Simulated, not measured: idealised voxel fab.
process module | voxel air gaps
cross-section cut | 245 nm wide | cells 5 nm
A cross-section is a grid of square cells, given in bands from the top down. A band is one or more rows of cells.
Each band's line starts with the height of the band's top and of its bottom, in nm. Then come its materials from left to right, each with its width in nm. One material with "throughout" fills the band from edge to edge. "air" is empty space.
Height 0 is the level under which the wafer as received is all one material. The lowest band goes on downwards, as in "0 down".
A width such as "30 to 40" changes by the same amount from each row of cells to the next, from the band's top row to its bottom row.
"no change" after a step means that no cell of the cross-section changed.
closed voids: empty space of 8 cells or more with no open way to the top, each as width x height at its distance from the left edge, in nm
after a step's settings: what the simulator itself notes on the step
overlay nm, on a step with a mask: how far to the right of its planned place the mask lay; to the left if negative
plan
1 op RECEIVE | material Si
2 op CONFORMAL_DEP | material SiO2 | thk nm 10
3 op CONFORMAL_DEP | material SiCN | thk nm 5
4 op DIRECTIONAL_DEP | material SiO2 | thk nm 40
5 op DIRECTIONAL_DEP | material aC | thk nm 15
6 op PATTERN | tone open | mask id LINES | material resist | width nm 25 | pitch nm 55 | thk nm 30 | overlay nm 0
7 op DIRECTIONAL_ETCH | etch materials aC | depth nm 15
8 op STRIP | etch materials resist
9 op DIRECTIONAL_ETCH | etch materials SiO2 | depth nm 40
10 op STRIP | etch materials aC
11 op CONFORMAL_DEP | material TiN | thk nm 5
12 op FILL_DEP | material W | thk nm 10
13 op CMP | height nm 55
14 op EPI | material Ru | thk nm 10
15 op SELECTIVE_ETCH | etch materials SiO2 | depth nm 50
16 op CONFORMAL_DEP | material SiCN | thk nm 5
first wafer, as planned
as received, after step 1
  0 down: Si throughout
  closed voids: none
after step 2
  10 to 0: SiO2 throughout
  below 0: unchanged
after step 3
  15 to 10: SiCN throughout
  below 10: unchanged
after step 4
  55 to 15: SiO2 throughout
  below 15: unchanged
after step 5
  70 to 55: aC throughout
  below 55: unchanged
after step 6
  100 to 70: resist 25 | air 25 | resist 30 | air 25 | resist 30 | air 25 | resist 30 | air 25 | resist 30
  below 70: unchanged
after step 7
  85 to 70: resist 25 | air 25 | resist 30 | air 25 | resist 30 | air 25 | resist 30 | air 25 | resist 30
  70 to 55: aC 25 | air 25 | aC 30 | air 25 | aC 30 | air 25 | aC 30 | air 25 | aC 30
  below 55: unchanged
after step 8
  70 to 55: aC 25 | air 25 | aC 30 | air 25 | aC 30 | air 25 | aC 30 | air 25 | aC 30
  below 55: unchanged
after step 9
  70 to 55: aC 25 | air 25 | aC 30 | air 25 | aC 30 | air 25 | aC 30 | air 25 | aC 30
  55 to 15: SiO2 25 | air 25 | SiO2 30 | air 25 | SiO2 30 | air 25 | SiO2 30 | air 25 | SiO2 30
  below 15: unchanged
after step 10
  55 to 15: SiO2 25 | air 25 | SiO2 30 | air 25 | SiO2 30 | air 25 | SiO2 30 | air 25 | SiO2 30
  below 15: unchanged
after step 11
  60 to 55: TiN 30 | air 15 | TiN 40 | air 15 | TiN 40 | air 15 | TiN 40 | air 15 | TiN 35
  55 to 20: SiO2 25 | TiN 5 | air 15 | TiN 5 | SiO2 30 | TiN 5 | air 15 | TiN 5 | SiO2 30 | TiN 5 | air 15 | TiN 5 | SiO2 30 | TiN 5 | air 15 | TiN 5 | SiO2 30
  20 to 15: SiO2 25 | TiN 25 | SiO2 30 | TiN 25 | SiO2 30 | TiN 25 | SiO2 30 | TiN 25 | SiO2 30
  below 15: unchanged
after step 12
  70 to 60: W throughout
  60 to 55: TiN 30 | W 15 | TiN 40 | W 15 | TiN 40 | W 15 | TiN 40 | W 15 | TiN 35
  55 to 20: SiO2 25 | TiN 5 | W 15 | TiN 5 | SiO2 30 | TiN 5 | W 15 | TiN 5 | SiO2 30 | TiN 5 | W 15 | TiN 5 | SiO2 30 | TiN 5 | W 15 | TiN 5 | SiO2 30
  below 20: unchanged
after step 13
  55 to 20: SiO2 25 | TiN 5 | W 15 | TiN 5 | SiO2 30 | TiN 5 | W 15 | TiN 5 | SiO2 30 | TiN 5 | W 15 | TiN 5 | SiO2 30 | TiN 5 | W 15 | TiN 5 | SiO2 30
  below 20: unchanged
after step 14
  65 to 55: air 15 | Ru 45 | air 10 | Ru 45 | air 10 | Ru 45 | air 10 | Ru 45 | air 20
  below 55: unchanged
after step 15
  65 to 55: air 15 | Ru 45 | air 10 | Ru 45 | air 10 | Ru 45 | air 10 | Ru 45 | air 20
  55 to 20: air 25 | TiN 5 | W 15 | TiN 5 | air 30 | TiN 5 | W 15 | TiN 5 | air 30 | TiN 5 | W 15 | TiN 5 | air 30 | TiN 5 | W 15 | TiN 5 | air 30
  20 to 15: air 25 | TiN 25 | air 30 | TiN 25 | air 30 | TiN 25 | air 30 | TiN 25 | air 30
  below 15: unchanged
after step 16
  70 to 65: air 10 | SiCN 220 | air 15
  65 to 55: air 10 | SiCN 5 | Ru 45 | SiCN 10 | Ru 45 | SiCN 10 | Ru 45 | SiCN 10 | Ru 45 | SiCN 5 | air 15
  55 to 50: air 10 | SiCN 15 | TiN 5 | W 15 | TiN 5 | SiCN 30 | TiN 5 | W 15 | TiN 5 | SiCN 30 | TiN 5 | W 15 | TiN 5 | SiCN 30 | TiN 5 | W 15 | TiN 5 | SiCN 15 | air 15
  50 to 20: air 20 | SiCN 5 | TiN 5 | W 15 | TiN 5 | SiCN 5 | air 20 | SiCN 5 | TiN 5 | W 15 | TiN 5 | SiCN 5 | air 20 | SiCN 5 | TiN 5 | W 15 | TiN 5 | SiCN 5 | air 20 | SiCN 5 | TiN 5 | W 15 | TiN 5 | SiCN 5 | air 25
  20 to 15: SiCN 25 | TiN 25 | SiCN 30 | TiN 25 | SiCN 30 | TiN 25 | SiCN 30 | TiN 25 | SiCN 30
  below 15: unchanged
  closed voids: 20 x 30 at 55; 20 x 30 at 110; 20 x 30 at 165
second wafer: like start, like plan, one mistake. Through step 2 it matches the first wafer
when step 3 should have ended: no change
when step 4 should have ended
  50 to 0: SiO2 throughout
  below 0: unchanged
when step 5 should have ended
  65 to 50: aC throughout
  below 50: unchanged
when step 6 should have ended
  95 to 65: resist 25 | air 25 | resist 30 | air 25 | resist 30 | air 25 | resist 30 | air 25 | resist 30
  below 65: unchanged
when step 7 should have ended
  80 to 65: resist 25 | air 25 | resist 30 | air 25 | resist 30 | air 25 | resist 30 | air 25 | resist 30
  65 to 50: aC 25 | air 25 | aC 30 | air 25 | aC 30 | air 25 | aC 30 | air 25 | aC 30
  below 50: unchanged
when step 8 should have ended
  65 to 50: aC 25 | air 25 | aC 30 | air 25 | aC 30 | air 25 | aC 30 | air 25 | aC 30
  below 50: unchanged
when step 9 should have ended
  65 to 50: aC 25 | air 25 | aC 30 | air 25 | aC 30 | air 25 | aC 30 | air 25 | aC 30
  50 to 10: SiO2 25 | air 25 | SiO2 30 | air 25 | SiO2 30 | air 25 | SiO2 30 | air 25 | SiO2 30
  below 10: unchanged
when step 10 should have ended
  50 to 10: SiO2 25 | air 25 | SiO2 30 | air 25 | SiO2 30 | air 25 | SiO2 30 | air 25 | SiO2 30
  below 10: unchanged
when step 11 should have ended
  55 to 50: TiN 30 | air 15 | TiN 40 | air 15 | TiN 40 | air 15 | TiN 40 | air 15 | TiN 35
  50 to 15: SiO2 25 | TiN 5 | air 15 | TiN 5 | SiO2 30 | TiN 5 | air 15 | TiN 5 | SiO2 30 | TiN 5 | air 15 | TiN 5 | SiO2 30 | TiN 5 | air 15 | TiN 5 | SiO2 30
  15 to 10: SiO2 25 | TiN 25 | SiO2 30 | TiN 25 | SiO2 30 | TiN 25 | SiO2 30 | TiN 25 | SiO2 30
  below 10: unchanged
when step 12 should have ended
  65 to 55: W throughout
  55 to 50: TiN 30 | W 15 | TiN 40 | W 15 | TiN 40 | W 15 | TiN 40 | W 15 | TiN 35
  50 to 15: SiO2 25 | TiN 5 | W 15 | TiN 5 | SiO2 30 | TiN 5 | W 15 | TiN 5 | SiO2 30 | TiN 5 | W 15 | TiN 5 | SiO2 30 | TiN 5 | W 15 | TiN 5 | SiO2 30
  below 15: unchanged
when step 13 should have ended
  55 to 50: TiN 30 | W 15 | TiN 40 | W 15 | TiN 40 | W 15 | TiN 40 | W 15 | TiN 35
  below 50: unchanged
when step 14 should have ended
  65 to 55: Ru throughout
  below 55: unchanged
when step 15 should have ended: no change
when step 16 should have ended
  70 to 65: SiCN throughout
  below 65: unchanged
what went wrong: step 3 was left out
at the end the second wafer has, in cells: 26 more of Ru | 161 fewer of SiCN | 232 more of SiO2 | 37 more of TiN | 12 more of W
closed voids at the end (first wafer, second wafer): 3, 0
